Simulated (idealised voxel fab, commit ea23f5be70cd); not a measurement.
Process module name: voxel quadruple lines
Shown is cross-section cut, with a width of 300 nm and square cells of size 5 nm.
How to read a cross-section here: the picture is a grid of square cells, written as bands going from the top down, and any band can span one or more rows of cells. A band entry consists of two parts. The first gives the height of the band's top and the height of its bottom, in nm. The rest lists the band's materials from left to right, each with its width in nm. A single material labelled with the word "all across" fills the band from edge to edge, and the word "air" marks empty space. Measure heights from 0. That's the level where, below it, the as-received wafer is all one material. The lowest band is bottomless and extends downward; write it as in "0..down". Per-row width for "30->40": begins at first number (top row of band), ends at second number (bottom row), increment between rows held constant. "remained the same", as given for a step, is the statement that not any cell of the cross-section underwent a change during that step. The label "Tabulated closed voids" introduces a list of the empty spaces, 8 cells or larger, that have no open way up to the top; each entry in it reads width x height at distance, where the distance is taken from the left edge and all three are stated in nm. Formally, on a step line, whatever follows the settings is a remark that the simulator itself makes on the step. overlay nm: for a step with a mask, the amount by which the mask lay right of where it was planned; a negative amount means left of it.
[The steps planned for the process are as follows]
1,RECEIVE (material Si)
2,CONFORMAL_DEP (material Al2O3; thk nm 5)
3,DIRECTIONAL_DEP (material W; thk nm 10)
4,DIRECTIONAL_DEP (material polySi; thk nm 15)
5,DIRECTIONAL_DEP (material aC; thk nm 25)
6,PATTERN (tone cover; mask id MANDREL; material resist; width nm 35; thk nm 35; overlay nm 0)
7,DIRECTIONAL_ETCH (etch materials aC; depth nm 25)
8,STRIP (etch materials resist)
9,CONFORMAL_DEP (material SiO2; thk nm 15)
10,DIRECTIONAL_ETCH (etch materials SiO2; depth nm 15)
11,STRIP (etch materials aC)
12,DIRECTIONAL_ETCH (etch materials polySi; depth nm 15)
13,STRIP (etch materials SiO2)
14,CONFORMAL_DEP (material SiN; thk nm 10)
15,DIRECTIONAL_ETCH (etch materials SiN; depth nm 10)
16,STRIP (etch materials polySi)
17,DIRECTIONAL_ETCH (etch materials W; depth nm 10)
18,STRIP (etch materials SiN)
[The first of two wafers, run as planned]
[As-received state of the wafer in cross-section, equivalent to post-step 1]
  0..down  Si all across
  Tabulated closed voids: none
[Step 2 done - wafer cross-section]
  5..0  Al2O3 all across
  At heights below 0, the structure remains unaltered.
[Step 3 done - wafer cross-section]
  15..5  W all across
  At heights below 5, the structure remains unaltered.
[Step 4 done - wafer cross-section]
  30..15  polySi all across
  At heights below 15, the structure remains unaltered.
[Step 5 done - wafer cross-section]
  55..30  aC all across
  At heights below 30, the structure remains unaltered.
[Step 6 done - wafer cross-section]
  90..55  130 nm air, then 35 nm resist, then 135 nm air
  At heights below 55, the structure remains unaltered.
[Step 7 done - wafer cross-section]
  65..55  130 nm air, then 35 nm resist, then 135 nm air
  55..30  130 nm air, then 35 nm aC, then 135 nm air
  At heights below 30, the structure remains unaltered.
[Step 8 done - wafer cross-section]
  55..30  130 nm air, then 35 nm aC, then 135 nm air
  At heights below 30, the structure remains unaltered.
[Step 9 done - wafer cross-section]
  70..55  115 nm air, then 65 nm SiO2, then 120 nm air
  55..45  115 nm air, then 15 nm SiO2, then 35 nm aC, then 15 nm SiO2, then 120 nm air
  45..30  130 nm SiO2, then 35 nm aC, then 135 nm SiO2
  At heights below 30, the structure remains unaltered.
[Step 10 done - wafer cross-section]
  55..30  115 nm air, then 15 nm SiO2, then 35 nm aC, then 15 nm SiO2, then 120 nm air
  At heights below 30, the structure remains unaltered.
[Step 11 done - wafer cross-section]
  55..30  115 nm air, then 15 nm SiO2, then 35 nm air, then 15 nm SiO2, then 120 nm air
  At heights below 30, the structure remains unaltered.
[Step 12 done - wafer cross-section]
  55..30  115 nm air, then 15 nm SiO2, then 35 nm air, then 15 nm SiO2, then 120 nm air
  30..15  115 nm air, then 15 nm polySi, then 35 nm air, then 15 nm polySi, then 120 nm air
  At heights below 15, the structure remains unaltered.
[Step 13 done - wafer cross-section]
  30..15  115 nm air, then 15 nm polySi, then 35 nm air, then 15 nm polySi, then 120 nm air
  At heights below 15, the structure remains unaltered.
[Step 14 done - wafer cross-section]
  40..30  105 nm air, then 35 nm SiN, then 15 nm air, then 35 nm SiN, then 110 nm air
  30..25  105 nm air, then 10 nm SiN, then 15 nm polySi, then 10 nm SiN, then 15 nm air, then 10 nm SiN, then 15 nm polySi, then 10 nm SiN, then 110 nm air
  25..15  115 nm SiN, then 15 nm polySi, then 35 nm SiN, then 15 nm polySi, then 120 nm SiN
  At heights below 15, the structure remains unaltered.
[Step 15 done - wafer cross-section]
  30..15  105 nm air, then 10 nm SiN, then 15 nm polySi, then 10 nm SiN, then 15 nm air, then 10 nm SiN, then 15 nm polySi, then 10 nm SiN, then 110 nm air
  At heights below 15, the structure remains unaltered.
[Step 16 done - wafer cross-section]
  30..15  105 nm air, then 10 nm SiN, then 15 nm air, then 10 nm SiN, then 15 nm air, then 10 nm SiN, then 15 nm air, then 10 nm SiN, then 110 nm air
  At heights below 15, the structure remains unaltered.
[Step 17 done - wafer cross-section]
  30..15  105 nm air, then 10 nm SiN, then 15 nm air, then 10 nm SiN, then 15 nm air, then 10 nm SiN, then 15 nm air, then 10 nm SiN, then 110 nm air
  15..5  105 nm air, then 10 nm W, then 15 nm air, then 10 nm W, then 15 nm air, then 10 nm W, then 15 nm air, then 10 nm W, then 110 nm air
  At heights below 5, the structure remains unaltered.
[Step 18 done - wafer cross-section]
  15..5  105 nm air, then 10 nm W, then 15 nm air, then 10 nm W, then 15 nm air, then 10 nm W, then 15 nm air, then 10 nm W, then 110 nm air
  At heights below 5, the structure remains unaltered.
[Notes, second wafer: start = first wafer's, plan = first wafer's, execution had one mistake; history identical to first through step 5]
[What the second wafer looks like in cross-section when step 6 should have wrapped up]
  90..55  135 nm air, then 35 nm resist, then 130 nm air
  At heights below 55, the structure remains unaltered.
[What the second wafer looks like in cross-section when step 7 should have wrapped up]
  65..55  135 nm air, then 35 nm resist, then 130 nm air
  55..30  135 nm air, then 35 nm aC, then 130 nm air
  At heights below 30, the structure remains unaltered.
[What the second wafer looks like in cross-section when step 8 should have wrapped up]
  55..30  135 nm air, then 35 nm aC, then 130 nm air
  At heights below 30, the structure remains unaltered.
[What the second wafer looks like in cross-section when step 9 should have wrapped up]
  70..55  120 nm air, then 65 nm SiO2, then 115 nm air
  55..45  120 nm air, then 15 nm SiO2, then 35 nm aC, then 15 nm SiO2, then 115 nm air
  45..30  135 nm SiO2, then 35 nm aC, then 130 nm SiO2
  At heights below 30, the structure remains unaltered.
[What the second wafer looks like in cross-section when step 10 should have wrapped up]
  55..30  120 nm air, then 15 nm SiO2, then 35 nm aC, then 15 nm SiO2, then 115 nm air
  At heights below 30, the structure remains unaltered.
[What the second wafer looks like in cross-section when step 11 should have wrapped up]
  55..30  120 nm air, then 15 nm SiO2, then 35 nm air, then 15 nm SiO2, then 115 nm air
  At heights below 30, the structure remains unaltered.
[What the second wafer looks like in cross-section when step 12 should have wrapped up]
  55..30  120 nm air, then 15 nm SiO2, then 35 nm air, then 15 nm SiO2, then 115 nm air
  30..15  120 nm air, then 15 nm polySi, then 35 nm air, then 15 nm polySi, then 115 nm air
  At heights below 15, the structure remains unaltered.
[What the second wafer looks like in cross-section when step 13 should have wrapped up]
  30..15  120 nm air, then 15 nm polySi, then 35 nm air, then 15 nm polySi, then 115 nm air
  At heights below 15, the structure remains unaltered.
[What the second wafer looks like in cross-section when step 14 should have wrapped up]
  40..30  110 nm air, then 35 nm SiN, then 15 nm air, then 35 nm SiN, then 105 nm air
  30..25  110 nm air, then 10 nm SiN, then 15 nm polySi, then 10 nm SiN, then 15 nm air, then 10 nm SiN, then 15 nm polySi, then 10 nm SiN, then 105 nm air
  25..15  120 nm SiN, then 15 nm polySi, then 35 nm SiN, then 15 nm polySi, then 115 nm SiN
  At heights below 15, the structure remains unaltered.
[What the second wafer looks like in cross-section when step 15 should have wrapped up]
  30..15  110 nm air, then 10 nm SiN, then 15 nm polySi, then 10 nm SiN, then 15 nm air, then 10 nm SiN, then 15 nm polySi, then 10 nm SiN, then 105 nm air
  At heights below 15, the structure remains unaltered.
[What the second wafer looks like in cross-section when step 16 should have wrapped up]
  30..15  110 nm air, then 10 nm SiN, then 15 nm air, then 10 nm SiN, then 15 nm air, then 10 nm SiN, then 15 nm air, then 10 nm SiN, then 105 nm air
  At heights below 15, the structure remains unaltered.
[What the second wafer looks like in cross-section when step 17 should have wrapped up]
  30..15  110 nm air, then 10 nm SiN, then 15 nm air, then 10 nm SiN, then 15 nm air, then 10 nm SiN, then 15 nm air, then 10 nm SiN, then 105 nm air
  15..5  110 nm air, then 10 nm W, then 15 nm air, then 10 nm W, then 15 nm air, then 10 nm W, then 15 nm air, then 10 nm W, then 105 nm air
  At heights below 5, the structure remains unaltered.
[What the second wafer looks like in cross-section when step 18 should have wrapped up]
  15..5  110 nm air, then 10 nm W, then 15 nm air, then 10 nm W, then 15 nm air, then 10 nm W, then 15 nm air, then 10 nm W, then 105 nm air
  At heights below 5, the structure remains unaltered.
Here's what went sideways: step 6 went in with a setting other than planned; the actual run was PATTERN (tone cover; mask id MANDREL; material resist; width nm 35; thk nm 35; overlay nm 5)
Final wafers compared: equal cell tally per material, rearranged layout.
